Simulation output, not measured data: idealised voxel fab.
Process module, titled voxel self aligned vias
Shown is cross-section cut, with a width of 290 nm and square cells of size 5 nm.
Each cross-section below is a grid of square cells, stated as bands in top-down order, with one or more rows of cells making up each band.
Per band: top height and bottom height in nm, followed by the left-to-right materials and their widths in nm; "throughout" marks a single material spanning edge to edge, "blank" marks empty space.
Height 0 is the level under which the wafer as received is all one material. The lowest band goes on downwards, as in "top 0, no bottom".
A two-number width, for instance "30 to 40", indicates that the width is equal to the first number in the top row of the band and to the second number in the bottom row, and that it changes by a constant amount per row of cells.
No cell of the cross-section changed in a step that is given as "remained unchanged".
Heads up: "Trapped voids" only lists the empty pockets with no open path to the top that are 8 cells or more, and it writes them as width x height at distance, distance from the left edge, in nm.
Past the settings on a step's line: simulator remark, on that step.
Among the settings permitted on a step's line is "overlay nm"; applied to a step with a mask, it specifies the extent to which the mask lay to the right of its planned position, whereas a negative figure signifies a position to the left.

### Process steps foreseen in the plan
step 1: op RECEIVE | material Si
step 2: op CONFORMAL_DEP | material SiO2 | thk nm 15
step 3: op CONFORMAL_DEP | material SiCN | thk nm 5
step 4: op DIRECTIONAL_DEP | material SiO2 | thk nm 30
step 5: op DIRECTIONAL_DEP | material aC | thk nm 15
step 6: op PATTERN | tone open | mask id LINES | material resist | width nm 30 | pitch nm 70 | thk nm 30 | overlay nm 0
step 7: op DIRECTIONAL_ETCH | etch materials aC | depth nm 15
step 8: op STRIP | etch materials resist
step 9: op DIRECTIONAL_ETCH | etch materials SiO2 | depth nm 30
step 10: op STRIP | etch materials aC
step 11: op CONFORMAL_DEP | material TiN | thk nm 5
step 12: op FILL_DEP | material W | thk nm 10
step 13: op CMP | height nm 50
step 14: op SELECTIVE_ETCH | etch materials W Ru TiN | depth nm 10
step 15: op FILL_DEP | material SiN | thk nm 5
step 16: op CMP | height nm 50
step 17: op DIRECTIONAL_DEP | material SiO2 | thk nm 15
step 18: op DIRECTIONAL_DEP | material aC | thk nm 15
step 19: op PATTERN | tone open | mask id VIAS | material resist | width nm 50 | pitch nm 70 | thk nm 30 | overlay nm 0
step 20: op DIRECTIONAL_ETCH | etch materials aC | depth nm 15
step 21: op STRIP | etch materials resist
step 22: op DIRECTIONAL_ETCH | etch materials SiO2 | depth nm 15
step 23: op DIRECTIONAL_ETCH | etch materials SiN | depth nm 10
step 24: op STRIP | etch materials aC
step 25: op CONFORMAL_DEP | material TiN | thk nm 5
step 26: op FILL_DEP | material W | thk nm 5
step 27: op CMP | height nm 65
step 28: op CONFORMAL_DEP | material SiCN | thk nm 5

### Delivered wafer in cross-section: state after step 1
* top 0, no bottom = Si throughout
* Trapped voids: none

### End state of the module in cross-section, given the above starting point and plan and one mistake in execution
* top 70, bottom 65 = SiCN throughout
* top 65, bottom 55 = SiO2 85 nm  TiN 5 nm  W 40 nm  TiN 5 nm  SiO2 20 nm  TiN 5 nm  W 40 nm  TiN 5 nm  SiO2 85 nm
* top 55, bottom 45 = SiO2 85 to 90 nm  TiN 10 to 5 nm  W 20 nm  TiN 20 to 5 nm  SiO2 20 to 40 nm  TiN 10 to 5 nm  W 20 nm  TiN 20 to 5 nm  SiO2 85 to 100 nm
* top 45, bottom 40 = SiO2 90 nm  TiN 30 nm  SiO2 40 nm  TiN 30 nm  SiO2 100 nm
* top 40, bottom 25 = SiO2 90 nm  TiN 5 nm  W 20 nm  TiN 5 nm  SiO2 40 nm  TiN 5 nm  W 20 nm  TiN 5 nm  SiO2 100 nm
* top 25, bottom 20 = SiO2 90 nm  TiN 30 nm  SiO2 40 nm  TiN 30 nm  SiO2 100 nm
* top 20, bottom 15 = SiCN throughout
* top 15, bottom 0 = SiO2 throughout
* top 0, no bottom = Si throughout
* Trapped voids: none
What was the processing mistake? in deviation from the planned setting, step 6 was conducted as op PATTERN | tone open | mask id LINES | material resist | width nm 30 | pitch nm 70 | thk nm 30 | overlay nm -5
